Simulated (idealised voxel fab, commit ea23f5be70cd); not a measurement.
voxel local oxidation: a process module
The width of the displayed cross-section, cut, is 210 nm; its cells are square, with a size of 5 nm.
Notation: cross-section as square-cell grid; stated in bands, top first, going down; one or more cell rows per band. Read a band's entry like this: the first values are the height of its top and the height of its bottom in nm, and what follows is the sequence of materials from left to right, each with its width in nm. Note that "empty" is empty space, and that a single material marked "throughout" reaches across the band from edge to edge. Basically, 0 is our baseline, since under it the wafer straight out of the box is all one material. The bottom band has no lower end and keeps on going down, so it looks like "top 0, no bottom". Width: "30 to 40" (first number = top row, second number = bottom row, same change from row to row of cells). When a step is marked "remains unaltered", none of the cells in the cross-section changed during that step. "Enclosed internal voids" lists enclosed empty spaces (at least 8 cells, no open path upward to the top), each as width x height at distance from the left edge, in nm. Step line, after settings: the simulator's comment on this step. overlay nm: how far to the right of its planned place the mask lay on this masked step (negative: to the left).
Listed below are the process steps as planned
- 1: op RECEIVE | material Si
- 2: op CONFORMAL_DEP | material SiO2 | thk nm 5
- 3: op CONFORMAL_DEP | material SiN | thk nm 10
- 4: op DIRECTIONAL_DEP | material aC | thk nm 10
- 5: op PATTERN | tone cover | mask id ACTIVE | material resist | width nm 125 | thk nm 25 | overlay nm 0
- 6: op DIRECTIONAL_ETCH | etch materials aC | depth nm 10
- 7: op STRIP | etch materials resist
- 8: op DIRECTIONAL_ETCH | etch materials SiN | depth nm 10
- 9: op STRIP | etch materials aC
- 10: op SELECTIVE_ETCH | etch materials SiO2 | depth nm 5
- 11: op OXIDIZE | depth nm 15
- 12: op STRIP | etch materials SiN
As-received wafer cross-section (after step 1)
  top 0, no bottom = Si throughout
  Enclosed internal voids: none
Sectioned view, first of two wafers, at the close of the module, processed as intended in the plan
  top 5, bottom 0 = 45 empty | 115 SiO2 | 50 empty
  top 0, bottom -15 = 60 SiO2 | 85 Si | 65 SiO2
  top -15, no bottom = Si throughout
  Enclosed internal voids: none
This is the second of the two wafers, cross-sectioned at the end of the module; it started exactly like the first and was given the same plan, but it was run with one mistake
  top 5, bottom 0 = 35 SiO2 | 135 empty | 40 SiO2
  top 0, bottom -15 = 20 Si | 165 SiO2 | 25 Si
  top -15, no bottom = Si throughout
  Enclosed internal voids: none
Misprocessing identified: step 5 ran with different settings than intended, the actual operation and settings being op PATTERN | tone open | mask id ACTIVE | material resist | width nm 125 | thk nm 25 | overlay nm 0
At the finish, the second wafer shows more or fewer cells for some materials than the first does: Si: 24 fewer | SiO2: 16 more
